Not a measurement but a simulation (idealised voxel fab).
Process module under the name voxel self aligned contacts
Section cut is 235 nm wide and gridded with 5 nm square cells.
Cross-section, as written here: a square-cell grid given band by band from the top down, where a band holds one or more rows of cells.
Top, bottom (nm), then materials left to right with widths (nm); lone material tagged "throughout" fills the whole band edge to edge; "empty" = empty space.
Height is counted from the level 0, under which the received wafer is composed throughout of one material. The lowest of the bands is not closed at the bottom but continues downward, in the notation "0 and below".
Width spec "30 to 40" -> top row of cells at first value, bottom row at second value, equal per-row change in between.
No cell of the cross-section changed in a step that is given as "same as before".
In "Enclosed cavity list" the enclosed voids are listed, meaning empty spaces of 8 cells or larger without any opening to the top. The form is width x height at distance, distance from the left edge, units nm.
On each step's line, the part that comes after the settings is the simulator's own comment on the step.
"overlay nm" answers the question of how far to the right of plan the mask lay on a step that has a mask, and when it is negative the answer is to the left.

### Process steps - plan
- 1: RECEIVE | material Si
- 2: OXIDIZE | depth nm 5
- 3: DIRECTIONAL_DEP | material polySi | thk nm 20
- 4: DIRECTIONAL_DEP | material SiN | thk nm 15
- 5: DIRECTIONAL_DEP | material aC | thk nm 15
- 6: PATTERN | tone cover | mask id GATE | material resist | width nm 35 | pitch nm 60 | thk nm 30 | overlay nm 0
- 7: DIRECTIONAL_ETCH | etch materials aC | depth nm 15
- 8: STRIP | etch materials resist
- 9: DIRECTIONAL_ETCH | etch materials SiN | depth nm 15
- 10: DIRECTIONAL_ETCH | etch materials polySi | depth nm 20
- 11: STRIP | etch materials aC
- 12: CONFORMAL_DEP | material SiN | thk nm 5
- 13: DIRECTIONAL_ETCH | etch materials SiN | depth nm 5
- 14: FILL_DEP | material SiO2 | thk nm 10
- 15: CMP | height nm 40
- 16: DIRECTIONAL_DEP | material aC | thk nm 10
- 17: PATTERN | tone open | mask id CONTACT | material resist | width nm 35 | thk nm 30 | overlay nm 0
- 18: DIRECTIONAL_ETCH | etch materials aC | depth nm 10
- 19: STRIP | etch materials resist
- 20: DIRECTIONAL_ETCH | etch materials SiO2 | depth nm 45
- 21: STRIP | etch materials aC
- 22: CONFORMAL_DEP | material TiN | thk nm 5
- 23: FILL_DEP | material Ru | thk nm 10
- 24: CMP | height nm 40
- 25: CONFORMAL_DEP | material SiN | thk nm 5

### As-received state of the wafer in cross-section, equivalent to post-step 1
> 0 and below  Si throughout
> Enclosed cavity list: none

### Cross-section: first of two wafers, module finished, run according to plan
> 45 down to 40  SiN throughout
> 40 down to 35  SiO2 (100)  TiN (15)  Ru (5)  TiN (15)  SiO2 (100)
> 35 down to 20  SiO2 (65)  SiN (45)  TiN (5)  Ru (5)  TiN (5)  SiN (45)  SiO2 (65)
> 20 down to 0  SiO2 (65)  SiN (5)  polySi (35)  SiN (5)  TiN (5)  Ru (5)  TiN (5)  SiN (5)  polySi (35)  SiN (5)  SiO2 (65)
> 0 down to -5  SiO2 (110)  TiN (15)  SiO2 (110)
> -5 and below  Si throughout
> Enclosed cavity list: none

### Module end: cross-section of wafer two of two. Same start and process plan as the first wafer. One mistake during execution
> 45 down to 40  SiN throughout
> 40 down to 35  Ru throughout
> 35 down to 30  TiN (115)  Ru (5)  TiN (115)
> 30 down to 20  SiO2 (65)  SiN (45)  TiN (5)  Ru (5)  TiN (5)  SiN (45)  SiO2 (65)
> 20 down to 0  SiO2 (65)  SiN (5)  polySi (35)  SiN (5)  TiN (5)  Ru (5)  TiN (5)  SiN (5)  polySi (35)  SiN (5)  SiO2 (65)
> 0 down to -5  SiO2 (110)  TiN (15)  SiO2 (110)
> -5 and below  Si throughout
> Enclosed cavity list: none
What went wrong in running the wafer? for step 15, the planned setting was not used; the step was instead run as CMP | height nm 30
Cell-count delta at end, second wafer over first, by material: Ru +46 | SiN -18 | SiO2 -66 | TiN +38
